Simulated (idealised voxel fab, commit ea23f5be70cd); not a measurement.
Process module name: voxel transistor to metal
FYI the section here is cut, 185 nm wide, cells are 5 nm squares.
When this document writes out a cross-section, it uses a grid of square cells and lists it as bands, beginning at the top and moving down, with a band standing for one or more rows of cells.
It is stipulated that each band's entry specify, in nanometres, the height of the top of the band and then that of its bottom, followed by the materials of the band in left-to-right sequence, each together with its width in nanometres. A single material marked by the word "all across" is understood to fill the band from edge to edge; the word "blank" is understood to denote empty space.
Basically, 0 is our baseline, since under it the wafer straight out of the box is all one material. The bottom band has no lower end and keeps on going down, so it looks like "z 0 and below".
You'd read "30 to 40" like this: the band's top row of cells is as wide as the first number, its bottom row is as wide as the second, and going down, every row changes width by the same amount as the row before did.
Step marked "remains unaltered"? Then no cell in the cross-section changed in it.
Each empty space that has no open way to the top and spans at least 8 cells appears under "Closed void listing" as width x height at distance, the distance counted from the left edge, all in nm.
Text after the settings on a step's line: the simulator's own remark on that step.
"overlay nm" denotes, for a step that has a mask, the displacement of the mask to the right of its planned place, with negative values corresponding to the left.
-- Planned step list for the process
| 1 | RECEIVE (material Si) |
| 2 | CONFORMAL_DEP (material SiO2; thk nm 5) |
| 3 | CONFORMAL_DEP (material SiN; thk nm 10) |
| 4 | DIRECTIONAL_DEP (material aC; thk nm 10) |
| 5 | PATTERN (tone cover; mask id ACTIVE; material resist; width nm 95; thk nm 30; overlay nm 0) |
| 6 | DIRECTIONAL_ETCH (etch materials aC; depth nm 10) |
| 7 | STRIP (etch materials resist) |
| 8 | DIRECTIONAL_ETCH (etch materials SiN; depth nm 10) |
| 9 | DIRECTIONAL_ETCH (etch materials SiO2; depth nm 5) |
| 10 | DIRECTIONAL_ETCH (etch materials Si; depth nm 25) |
| 11 | STRIP (etch materials aC) |
| 12 | FILL_DEP (material SiO2; thk nm 15) |
| 13 | CMP (height nm 15) |
| 14 | SELECTIVE_ETCH (etch materials SiO2; depth nm 5) |
| 15 | STRIP (etch materials SiN) |
| 16 | SELECTIVE_ETCH (etch materials SiO2; depth nm 5) |
| 17 | OXIDIZE (depth nm 5) |
| 18 | DIRECTIONAL_DEP (material polySi; thk nm 25) |
| 19 | DIRECTIONAL_DEP (material SiCN; thk nm 15) |
| 20 | MASKED_ETCH (tone cover; mask id GATE; width nm 25; etch materials SiCN; depth nm 25; overlay nm 0) |
| 21 | MASKED_ETCH (tone cover; mask id GATE; width nm 25; etch materials polySi; depth nm 35; overlay nm 0) |
| 22 | CONFORMAL_DEP (material SiN; thk nm 5) |
| 23 | DIRECTIONAL_ETCH (etch materials SiN; depth nm 5) |
| 24 | DIRECTIONAL_ETCH (etch materials SiO2; depth nm 5) |
| 25 | EPI (material SiGe; thk nm 5) |
| 26 | FILL_DEP (material SiO2; thk nm 10) |
| 27 | CMP (height nm 25) |
| 28 | STRIP (etch materials polySi) |
| 29 | SELECTIVE_ETCH (etch materials SiO2; depth nm 5) |
| 30 | CONFORMAL_DEP (material HfO2; thk nm 5) |
| 31 | CONFORMAL_DEP (material TiN; thk nm 5) |
| 32 | FILL_DEP (material W; thk nm 10) |
| 33 | CMP (height nm 20) |
| 34 | DIRECTIONAL_DEP (material SiO2; thk nm 15) |
| 35 | MASKED_ETCH (tone open; mask id CONTACT; width nm 15; pitch nm 70; etch materials SiO2; depth nm 35; overlay nm 0) |
| 36 | CONFORMAL_DEP (material TiN; thk nm 5) |
| 37 | FILL_DEP (material Ru; thk nm 5) |
| 38 | CMP (height nm 35) |
| 39 | DIRECTIONAL_DEP (material TiN; thk nm 5) |
| 40 | DIRECTIONAL_DEP (material Ru; thk nm 15) |
| 41 | MASKED_ETCH (tone cover; mask id METAL_1; width nm 15; pitch nm 70; etch materials Ru; depth nm 15; overlay nm 0) |
| 42 | MASKED_ETCH (tone cover; mask id METAL_1; width nm 15; pitch nm 70; etch materials TiN; depth nm 5; overlay nm 0) |
| 43 | CONFORMAL_DEP (material SiCN; thk nm 5) |
| 44 | FILL_DEP (material lowk; thk nm 5) |
| 45 | CMP (height nm 55) |
| 46 | CONFORMAL_DEP (material SiCN; thk nm 5) |
| 47 | DIRECTIONAL_DEP (material lowk; thk nm 25) |
| 48 | DIRECTIONAL_DEP (material aC; thk nm 10) |
| 49 | PATTERN (tone open; mask id METAL_2; material resist; width nm 15; pitch nm 70; thk nm 30; overlay nm 0) |
| 50 | DIRECTIONAL_ETCH (etch materials aC; depth nm 10) |
| 51 | STRIP (etch materials resist) |
| 52 | DIRECTIONAL_ETCH (etch materials lowk; depth nm 15) |
| 53 | STRIP (etch materials aC) |
| 54 | MASKED_ETCH (tone open; mask id METAL_2_HOLES; width nm 15; pitch nm 70; etch materials lowk; depth nm 5; overlay nm 0) |
| 55 | MASKED_ETCH (tone open; mask id METAL_2_HOLES; width nm 15; pitch nm 70; etch materials SiCN; depth nm 5; overlay nm 0) |
| 56 | CONFORMAL_DEP (material TiN; thk nm 5) |
| 57 | FILL_DEP (material Cu; thk nm 5) |
| 58 | CMP (height nm 85) |
| 59 | CONFORMAL_DEP (material SiCN; thk nm 5) |
Don't read the plan's depth nm for step 54 as applying to every wafer: that's the first wafer's value, and the wafers differ in it, though they all start identical.
-- Received wafers, first of several: cross-section after step 1
    z 0 and below  Si all across
    Closed void listing: none
-- Each row below is a wafer at the end of the module, listing for every material the number of cells it has gained (+) or lost (-) since it was received, followed by its closed voids
depth nm 5; +6 Cu; +15 HfO2; +30 Ru; -109 Si; +117 SiCN; +12 SiGe; +10 SiN; +277 SiO2; +63 TiN; +3 W; +242 lowk; Closed void listing: none
depth nm 10; +10 Cu; +15 HfO2; +30 Ru; -109 Si; +111 SiCN; +12 SiGe; +10 SiN; +277 SiO2; +71 TiN; +3 W; +236 lowk; Closed void listing: none
depth nm 15; +10 Cu; +15 HfO2; +30 Ru; -109 Si; +111 SiCN; +12 SiGe; +10 SiN; +277 SiO2; +71 TiN; +3 W; +236 lowk; Closed void listing: none
depth nm 20; +10 Cu; +15 HfO2; +30 Ru; -109 Si; +111 SiCN; +12 SiGe; +10 SiN; +277 SiO2; +71 TiN; +3 W; +236 lowk; Closed void listing: none
depth nm 25; +10 Cu; +15 HfO2; +30 Ru; -109 Si; +111 SiCN; +12 SiGe; +10 SiN; +277 SiO2; +71 TiN; +3 W; +236 lowk; Closed void listing: none
